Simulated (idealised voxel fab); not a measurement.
process module | voxel self aligned contacts
cross-section cut | 300 nm wide | cells 5 nm
A cross-section is a grid of square cells, given in bands from the top down. A band is one or more rows of cells.
Each band's line starts with the height of the band's top and of its bottom, in nm. Then come its materials from left to right, each with its width in nm. One material with "throughout" fills the band from edge to edge. "air" is empty space.
Height 0 is the level under which the wafer as received is all one material. The lowest band goes on downwards, as in "0 down".
A width such as "30 to 40" changes by the same amount from each row of cells to the next, from the band's top row to its bottom row.
"no change" after a step means that no cell of the cross-section changed.
closed voids: empty space of 8 cells or more with no open way to the top, each as width x height at its distance from the left edge, in nm
after a step's settings: what the simulator itself notes on the step
overlay nm, on a step with a mask: how far to the right of its planned place the mask lay; to the left if negative
plan
1 op RECEIVE | material Si
2 op OXIDIZE | depth nm 5
3 op DIRECTIONAL_DEP | material polySi | thk nm 20
4 op DIRECTIONAL_DEP | material SiN | thk nm 15
5 op PATTERN | tone cover | mask id GATE | material resist | width nm 35 | pitch nm 60 | thk nm 20 | overlay nm 0
6 op DIRECTIONAL_ETCH | etch materials SiN | depth nm 15
7 op DIRECTIONAL_ETCH | etch materials polySi | depth nm 20
8 op STRIP | etch materials resist
9 op CONFORMAL_DEP | material SiN | thk nm 5
10 op DIRECTIONAL_ETCH | etch materials SiN | depth nm 5
11 op FILL_DEP | material SiO2 | thk nm 15
12 op CMP | height nm 45
13 op PATTERN | tone open | mask id CONTACT | material resist | width nm 35 | thk nm 15 | overlay nm 0
14 op DIRECTIONAL_ETCH | etch materials SiO2 | depth nm 50
15 op STRIP | etch materials resist
16 op CONFORMAL_DEP | material TiN | thk nm 5
17 op FILL_DEP | material Ru | thk nm 10
18 op CMP | height nm 45
19 op CONFORMAL_DEP | material SiN | thk nm 5
as received, after step 1
  0 down: Si throughout
  closed voids: none
first wafer at the end, as planned
  50 to 45: SiN throughout
  45 to 35: SiO2 130 | TiN 5 to 15 | Ru 25 to 5 | TiN 5 to 15 | SiO2 135
  35 to 20: SiO2 95 | SiN 45 | TiN 5 | Ru 5 | TiN 5 | SiN 45 | SiO2 100
  20 to 0: SiO2 95 | SiN 5 | polySi 35 | SiN 5 | TiN 5 | Ru 5 | TiN 5 | SiN 5 | polySi 35 | SiN 5 | SiO2 100
  0 to -5: SiO2 140 | TiN 15 | SiO2 145
  -5 down: Si throughout
  closed voids: none
second wafer at the end: like start, like plan, one mistake
  50 to 45: SiN throughout
  45 to 35: SiO2 130 | TiN 5 to 15 | Ru 25 to 5 | TiN 5 to 15 | SiO2 135
  35 to 20: SiO2 95 | SiN 5 | polySi 35 | SiN 5 | TiN 5 | Ru 5 | TiN 5 | SiN 5 | polySi 35 | SiN 5 | SiO2 100
  20 to 15: SiO2 95 | SiN 5 | polySi 35 | SiN 5 | TiN 15 | SiN 5 | polySi 35 | SiN 5 | SiO2 100
  15 to 0: SiN throughout
  0 to -5: SiO2 throughout
  -5 down: Si throughout
  closed voids: none
what went wrong: steps 3 and 4 were swapped
at the end the second wafer has, in cells: 4 fewer of Ru | 126 more of SiN | 114 fewer of SiO2 | 8 fewer of TiN
